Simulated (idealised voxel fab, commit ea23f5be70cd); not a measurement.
Presented below is a process module, voxel fin reveal.
It is cross-section cut that appears here, measuring 300 nm in width, its square cells being 5 nm in size.
Reading order for cross-sections: top band down to bottom band. Underlying form: a grid of square cells. Band size: one or more rows of cells.
What a band's entry tells you: where the top is and where the bottom is, as heights in nm, and after that what lies inside, material by material from left to right, each with its width in nm. Empty space is written as the word "blank", and a single material marked with the word "throughout" occupies the band from edge to edge.
For the purposes of this specification, 0 denotes the height below which the wafer in its as-received condition is composed wholly of one material, and the lowermost band, lacking a lower limit, extends downward without end, as expressed in "0 -> down".
The width entry "30..40" should be interpreted row by row: the top row of cells in the band takes the first number, the bottom row takes the second number, and the change between adjacent rows is uniform throughout.
"nothing different" -> step changed no cross-section cell.
"Sealed-off cavities" enumerates empty spaces isolated from the top, with no open way to it, that contain at least 8 cells, giving each as width x height at distance from the left edge, all three in nm.
On a step's line, text after the settings is the simulator commenting on that step.
When a step includes a mask, the "overlay nm" setting on its line states how far to the right of its planned place that mask lay, and negative values state how far to the left.

# These are the steps we planned for the process
1 RECEIVE: material Si
2 CONFORMAL_DEP: material SiN, thk nm 10
3 PATTERN: tone cover, mask id FINS, material resist, width nm 15, pitch nm 35, thk nm 15, overlay nm 0
4 DIRECTIONAL_ETCH: etch materials SiN, depth nm 10
5 DIRECTIONAL_ETCH: etch materials Si, depth nm 35
6 STRIP: etch materials resist
7 FILL_DEP: material SiO2, thk nm 10
8 CMP: height nm 10
9 SELECTIVE_ETCH: etch materials SiO2, depth nm 35
10 STRIP: etch materials SiN
11 CONFORMAL_DEP: material SiO2, thk nm 5

# Cross-section, incoming material, after step 1
* 0 -> down | Si throughout
* Sealed-off cavities: none

# Wafer at module end, in section. Began as above, planned as above, run with one mistake
* 5 -> 0 | 100 nm blank, then 25 nm SiO2, then 10 nm blank, then 25 nm SiO2, then 10 nm blank, then 25 nm SiO2, then 105 nm blank
* 0 -> -20 | 100 nm blank, then 5 nm SiO2, then 15 nm Si, then 5 nm SiO2, then 10 nm blank, then 5 nm SiO2, then 15 nm Si, then 5 nm SiO2, then 10 nm blank, then 5 nm SiO2, then 15 nm Si, then 5 nm SiO2, then 105 nm blank
* -20 -> -70 | 105 nm SiO2, then 15 nm Si, then 20 nm SiO2, then 15 nm Si, then 20 nm SiO2, then 15 nm Si, then 110 nm SiO2
* -70 -> down | Si throughout
* Sealed-off cavities: none
Where did the run depart from the plan? plan step 5 ran twice
